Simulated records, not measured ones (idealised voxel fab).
You're looking at the process module voxel wiring stack.
300 nm wide, 5 nm square cells: that's cross-section cut.
Reading order for cross-sections: top band down to bottom band. Underlying form: a grid of square cells. Band size: one or more rows of cells.
Top, bottom (nm), then materials left to right with widths (nm); lone material tagged "throughout" fills the whole band edge to edge; "air" = empty space.
Height is counted from the level 0, under which the received wafer is composed throughout of one material. The lowest of the bands is not closed at the bottom but continues downward, in the notation "0 down".
Read "30..40" as a graded width: first number on top, second number at the bottom, same change between each pair of neighbouring rows.
Step marked "remained unchanged"? Then no cell in the cross-section changed in it.
The label "Entrapped void list" introduces a list of the empty spaces, 8 cells or larger, that have no open way up to the top; each entry in it reads width x height at distance, where the distance is taken from the left edge and all three are stated in nm.
If you see something after the settings on a step's line, that's the simulator's own remark about that step.
overlay nm: for a step with a mask, the amount by which the mask lay right of where it was planned; a negative amount means left of it.

[List of planned process steps]
1) RECEIVE | material Si
2) CONFORMAL_DEP | material SiO2 | thk nm 15
3) CONFORMAL_DEP | material SiCN | thk nm 5
4) DIRECTIONAL_DEP | material lowk | thk nm 15
5) DIRECTIONAL_DEP | material aC | thk nm 10
6) PATTERN | tone open | mask id METAL_1 | material resist | width nm 25 | pitch nm 40 | thk nm 30 | overlay nm 0
7) DIRECTIONAL_ETCH | etch materials aC | depth nm 10
8) STRIP | etch materials resist
9) DIRECTIONAL_ETCH | etch materials lowk | depth nm 15
10) DIRECTIONAL_ETCH | etch materials SiCN | depth nm 5
11) STRIP | etch materials aC
12) CONFORMAL_DEP | material TiN | thk nm 5
13) FILL_DEP | material Ru | thk nm 10
14) CMP | height nm 35
15) EPI | material Ru | thk nm 5
16) FILL_DEP | material SiCN | thk nm 5
17) DIRECTIONAL_DEP | material lowk | thk nm 15
18) DIRECTIONAL_DEP | material aC | thk nm 10
19) PATTERN | tone open | mask id PLUG_1 | material resist | width nm 15 | pitch nm 40 | thk nm 25 | overlay nm 0
20) DIRECTIONAL_ETCH | etch materials aC | depth nm 10
21) STRIP | etch materials resist
22) DIRECTIONAL_ETCH | etch materials lowk | depth nm 15
23) DIRECTIONAL_ETCH | etch materials SiCN | depth nm 5
24) STRIP | etch materials aC
25) EPI | material Ru | thk nm 10
26) EPI | material Ru | thk nm 10
27) DIRECTIONAL_DEP | material TiN | thk nm 5
28) DIRECTIONAL_DEP | material W | thk nm 20
29) PATTERN | tone cover | mask id METAL_2 | material resist | width nm 25 | pitch nm 40 | thk nm 15 | overlay nm 0
30) DIRECTIONAL_ETCH | etch materials W | depth nm 20
31) DIRECTIONAL_ETCH | etch materials TiN | depth nm 5
32) STRIP | etch materials resist
33) FILL_DEP | material SiO2 | thk nm 5
34) CMP | height nm 85
35) CONFORMAL_DEP | material SiCN | thk nm 5
36) DIRECTIONAL_DEP | material SiO2 | thk nm 35
37) DIRECTIONAL_DEP | material aC | thk nm 15
38) PATTERN | tone open | mask id METAL_3 | material resist | width nm 25 | pitch nm 40 | thk nm 35 | overlay nm 0
39) DIRECTIONAL_ETCH | etch materials aC | depth nm 15
40) STRIP | etch materials resist
41) DIRECTIONAL_ETCH | etch materials SiO2 | depth nm 20
42) STRIP | etch materials aC
43) PATTERN | tone open | mask id METAL_3_HOLES | material resist | width nm 15 | thk nm 15 | overlay nm 0
44) DIRECTIONAL_ETCH | etch materials SiO2 | depth nm 15
45) DIRECTIONAL_ETCH | etch materials SiCN | depth nm 5
46) STRIP | etch materials resist
47) CONFORMAL_DEP | material TiN | thk nm 5
48) FILL_DEP | material Ru | thk nm 10
49) CMP | height nm 125
50) CONFORMAL_DEP | material SiCN | thk nm 5
51) DIRECTIONAL_DEP | material lowk | thk nm 25
52) PATTERN | tone open | mask id METAL_4_HOLES | material resist | width nm 15 | pitch nm 40 | thk nm 20 | overlay nm 0
53) DIRECTIONAL_ETCH | etch materials lowk | depth nm 25
54) STRIP | etch materials resist
55) PATTERN | tone open | mask id METAL_4 | material resist | width nm 25 | pitch nm 40 | thk nm 20 | overlay nm 0
56) DIRECTIONAL_ETCH | etch materials lowk | depth nm 15
57) DIRECTIONAL_ETCH | etch materials SiCN | depth nm 5
58) STRIP | etch materials resist
59) CONFORMAL_DEP | material TiN | thk nm 5
60) FILL_DEP | material Cu | thk nm 5
61) CMP | height nm 155
62) CONFORMAL_DEP | material SiCN | thk nm 5

[Cross-section of the wafer as it came to us, i.e., already through step 1]
* 0 down | Si throughout
* Entrapped void list: none

[As-planned run: cross-section of the first of two wafers at end of module]
* 160 to 155 | SiCN throughout
* 155 to 145 | lowk: 115, TiN: 5, Cu: 15, TiN: 5, lowk: 15, TiN: 5, Cu: 15, TiN: 5, lowk: 120
* 145 to 140 | lowk: 115, TiN: 5, Cu: 5, TiN: 15, lowk: 15, TiN: 5, Cu: 5, TiN: 15, lowk: 120
* 140 to 130 | lowk: 115, TiN: 5, Cu: 5, TiN: 5, lowk: 25, TiN: 5, Cu: 5, TiN: 5, lowk: 130
* 130 to 125 | SiCN: 115, TiN: 15, SiCN: 25, TiN: 15, SiCN: 130
* 125 to 110 | SiO2: 115, TiN: 5, Ru: 15, TiN: 5, SiO2: 15, TiN: 5, Ru: 15, TiN: 5, SiO2: 120
* 110 to 105 | SiO2: 115, TiN: 5, Ru: 5, TiN: 15, SiO2: 15, TiN: 25, SiO2: 120
* 105 to 90 | SiO2: 115, TiN: 5, Ru: 5, TiN: 5, SiO2: 170
* 90 to 85 | SiCN: 115, TiN: 15, SiCN: 170
* 85 to 65 | SiO2: 115, W: 25, SiO2: 15, W: 25, SiO2: 120
* 65 to 60 | SiO2: 115, TiN: 25, SiO2: 15, TiN: 25, SiO2: 120
* 60 to 45 | lowk: 115, Ru: 15, lowk: 25, Ru: 15, lowk: 130
* 45 to 35 | SiCN: 115..110, Ru: 15..35, SiCN: 25..5, Ru: 15..35, SiCN: 130..115
* 35 to 20 | lowk: 115, TiN: 5, Ru: 15, TiN: 5, lowk: 15, TiN: 5, Ru: 15, TiN: 5, lowk: 120
* 20 to 15 | SiCN: 115, TiN: 25, SiCN: 15, TiN: 25, SiCN: 120
* 15 to 0 | SiO2 throughout
* 0 down | Si throughout
* Entrapped void list: none

[Cross-section, second wafer: same start as the first, same plan as the first, one mistake in running it; taken at the end of the module]
* 160 to 155 | SiCN throughout
* 155 to 145 | lowk: 115, TiN: 5, Cu: 15, TiN: 5, lowk: 15, TiN: 5, Cu: 15, TiN: 5, lowk: 120
* 145 to 140 | lowk: 115, TiN: 5, Cu: 5, TiN: 15, lowk: 15, TiN: 5, Cu: 5, TiN: 15, lowk: 120
* 140 to 130 | lowk: 115, TiN: 5, Cu: 5, TiN: 5, lowk: 25, TiN: 5, Cu: 5, TiN: 5, lowk: 130
* 130 to 125 | SiCN: 115, TiN: 15, SiCN: 25, TiN: 15, SiCN: 130
* 125 to 95 | SiO2: 115, TiN: 5, Ru: 15, TiN: 5, SiO2: 15, TiN: 5, Ru: 15, TiN: 5, SiO2: 120
* 95 to 90 | SiO2: 115, TiN: 5, Ru: 5, TiN: 15, SiO2: 15, TiN: 25, SiO2: 120
* 90 to 85 | SiCN: 115, TiN: 15, SiCN: 170
* 85 to 65 | SiO2: 115, W: 25, SiO2: 15, W: 25, SiO2: 120
* 65 to 60 | SiO2: 115, TiN: 25, SiO2: 15, TiN: 25, SiO2: 120
* 60 to 45 | lowk: 115, Ru: 15, lowk: 25, Ru: 15, lowk: 130
* 45 to 35 | SiCN: 115..110, Ru: 15..35, SiCN: 25..5, Ru: 15..35, SiCN: 130..115
* 35 to 20 | lowk: 115, TiN: 5, Ru: 15, TiN: 5, lowk: 15, TiN: 5, Ru: 15, TiN: 5, lowk: 120
* 20 to 15 | SiCN: 115, TiN: 25, SiCN: 15, TiN: 25, SiCN: 120
* 15 to 0 | SiO2 throughout
* 0 down | Si throughout
* Entrapped void list: none
So what did we get wrong on this run? execution of plan step 41 occurred twice
At the finish, the second wafer shows more or fewer cells for some materials than the first does: Ru +15, SiO2 -21, TiN +6
